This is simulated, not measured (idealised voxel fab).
The following process module bears the name voxel released beams.
FYI the section here is cut, 155 nm wide, cells are 5 nm squares.
How to read a cross-section here: the picture is a grid of square cells, written as bands going from the top down, and any band can span one or more rows of cells.
Heads up on the band format: heights come first, top then bottom, in nm. After that it's the materials left to right, each with its width in nm. A single material flagged "throughout" fills the whole band edge to edge, and "blank" means there's empty space there.
Measure heights from 0. That's the level where, below it, the as-received wafer is all one material. The lowest band is bottomless and extends downward; write it as in "z 0 and below".
Quick explanation for "30->40": the width changes in equal steps down the rows of cells, from the first number in the band's top row to the second number in its bottom row.
Take "changes: none" at face value: in the step it is given for, the cross-section changed in none of its cells.
You'll see "Closed void list" listing empty spaces that have no way open to the top, as long as they're 8 cells or more; the notation is width x height at distance, where the distance is from the left edge, and all of it is in nm.
The remark found on a step's line after its settings is issued by the simulator itself and pertains to that step.
"overlay nm", when on a step's line for a step with a mask, measures how far to the right of its planned place the mask lay; a negative measure means to the left.
-- The planned process steps are enumerated hereunder
| 1 | op RECEIVE | material Si |
| 2 | op CONFORMAL_DEP | material Al2O3 | thk nm 10 |
| 3 | op DIRECTIONAL_DEP | material SiO2 | thk nm 10 |
| 4 | op DIRECTIONAL_DEP | material aC | thk nm 15 |
| 5 | op PATTERN | tone open | mask id ANCHOR | material resist | width nm 40 | thk nm 35 | overlay nm 0 |
| 6 | op DIRECTIONAL_ETCH | etch materials aC | depth nm 15 |
| 7 | op STRIP | etch materials resist |
| 8 | op DIRECTIONAL_ETCH | etch materials SiO2 | depth nm 10 |
| 9 | op STRIP | etch materials aC |
| 10 | op CONFORMAL_DEP | material SiN | thk nm 15 |
| 11 | op MASKED_ETCH | tone cover | mask id BEAM | width nm 90 | etch materials SiN | depth nm 15 | overlay nm 0 |
| 12 | op STRIP | etch materials SiO2 |
-- Shown in cross-section is the wafer as received, that is, as it stands after step 1
    z 0 and below: Si throughout
    Closed void list: none
-- First of two wafers, end-of-module section, run followed plan
    z 35 to 25: blank 30, SiN 20, blank 10, SiN 60, blank 35
    z 25 to 20: blank 30, SiN 90, blank 35
    z 20 to 10: blank 35, SiN 40, blank 80
    z 10 to 0: Al2O3 throughout
    z 0 and below: Si throughout
    Closed void list: none
-- Cross-sectional view: second of two wafers, end of module; start and plan identical to the first, one mistake in running
    z 35 to 20: blank 30, SiN 90, blank 35
    z 20 to 10: SiN throughout
    z 10 to 0: Al2O3 throughout
    z 0 and below: Si throughout
    Closed void list: none
In executing the process, a mistake was made relative to the plan: step 3 ran differently from the plan; actual operation with settings: op DIRECTIONAL_DEP | material SiN | thk nm 10
Wrapping up, a cell-based count of both wafers puts the second over or under the first for these materials: 50 more of SiN
